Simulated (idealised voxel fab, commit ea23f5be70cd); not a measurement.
voxel gate over fins: a process module
Shown is cross-section cut, with a width of 235 nm and square cells of size 5 nm.
In what follows, cross-sections appear as grids of square cells, described through bands that run from the top down, where every band is one or more rows of cells. Band: top and bottom heights (nm) first, top before bottom; then materials from left to right, widths in nm. "all across" marks a sole material filling the band edge to edge. "empty" denotes empty space. A quick word on heights: they are counted from 0, and under that level the wafer as it came to us is one material throughout. The lowest band is different from the rest in having no bottom; it simply continues downward, written as in "from 0 down". Read "30 to 40" as a graded width: first number on top, second number at the bottom, same change between each pair of neighbouring rows. "nothing got changed" after a step means that no cell of the cross-section changed. So "Enclosed internal cavities" is basically the list of trapped voids: any empty space of 8 cells or more that can't reach the top through an opening. They're written width x height at distance, the distance being from the left edge, and it's all nm. The remark found on a step's line after its settings is issued by the simulator itself and pertains to that step. overlay nm: where the mask lay relative to plan, measured to the right, on steps with a mask; negatives go left.

### Process steps foreseen in the plan
- 1: RECEIVE [material Si]
- 2: CONFORMAL_DEP [material SiN] [thk nm 10]
- 3: MASKED_ETCH [tone cover] [mask id FINS] [width nm 15] [pitch nm 35] [etch materials SiN] [depth nm 10] [overlay nm 0]
- 4: MASKED_ETCH [tone cover] [mask id FINS] [width nm 15] [pitch nm 35] [etch materials Si] [depth nm 35] [overlay nm 0]
- 5: FILL_DEP [material SiO2] [thk nm 15]
- 6: CMP [height nm 10]
- 7: SELECTIVE_ETCH [etch materials SiO2] [depth nm 20]
- 8: STRIP [etch materials SiN]
- 9: CONFORMAL_DEP [material HfO2] [thk nm 5]
- 10: CONFORMAL_DEP [material TiN] [thk nm 5]
- 11: FILL_DEP [material W] [thk nm 15]
- 12: CMP [height nm 20]
- 13: CONFORMAL_DEP [material SiCN] [thk nm 5]

### Cross-section of the incoming wafer, state after step 1
from 0 down: Si all across
Enclosed internal cavities: none

### End-of-module XS, first of two wafers, run as planned
from 25 to 20: SiCN all across
from 20 to 10: W all across
from 10 to 5: 80 nm W / 70 nm TiN / 85 nm W
from 5 to 0: 80 nm W / 5 nm TiN / 25 nm HfO2 / 10 nm TiN / 25 nm HfO2 / 5 nm TiN / 85 nm W
from 0 to -5: 85 nm TiN / 5 nm HfO2 / 15 nm Si / 5 nm HfO2 / 10 nm TiN / 5 nm HfO2 / 15 nm Si / 5 nm HfO2 / 90 nm TiN
from -5 to -10: 90 nm HfO2 / 15 nm Si / 20 nm HfO2 / 15 nm Si / 95 nm HfO2
from -10 to -35: 90 nm SiO2 / 15 nm Si / 20 nm SiO2 / 15 nm Si / 95 nm SiO2
from -35 down: Si all across
Enclosed internal cavities: none

### This is the second of the two wafers, cross-sectioned at the end of the module; it started exactly like the first and was given the same plan, but it was run with one mistake
from 25 to 20: SiCN all across
from 20 to 10: W all across
from 10 to 5: 80 nm W / 70 nm TiN / 85 nm W
from 5 to 0: 80 nm W / 5 nm TiN / 25 nm HfO2 / 10 nm TiN / 25 nm HfO2 / 5 nm TiN / 85 nm W
from 0 to -5: 85 nm TiN / 5 nm HfO2 / 15 nm Si / 5 nm HfO2 / 10 nm TiN / 5 nm HfO2 / 15 nm Si / 5 nm HfO2 / 90 nm TiN
from -5 to -10: 90 nm HfO2 / 15 nm Si / 20 nm HfO2 / 15 nm Si / 95 nm HfO2
from -10 to -30: 90 nm SiO2 / 15 nm Si / 20 nm SiO2 / 15 nm Si / 95 nm SiO2
from -30 down: Si all across
Enclosed internal cavities: none
It is concluded that the wafer was processed incorrectly with respect to the plan, in that the process deviated at step 4: the operation and settings actually run there were MASKED_ETCH [tone cover] [mask id FINS] [width nm 15] [pitch nm 35] [etch materials Si] [depth nm 30] [overlay nm 0]
Once processing is complete, comparing cell counts shows that the second wafer has more or fewer of certain materials than the first: 41 more of Si; 41 fewer of SiO2
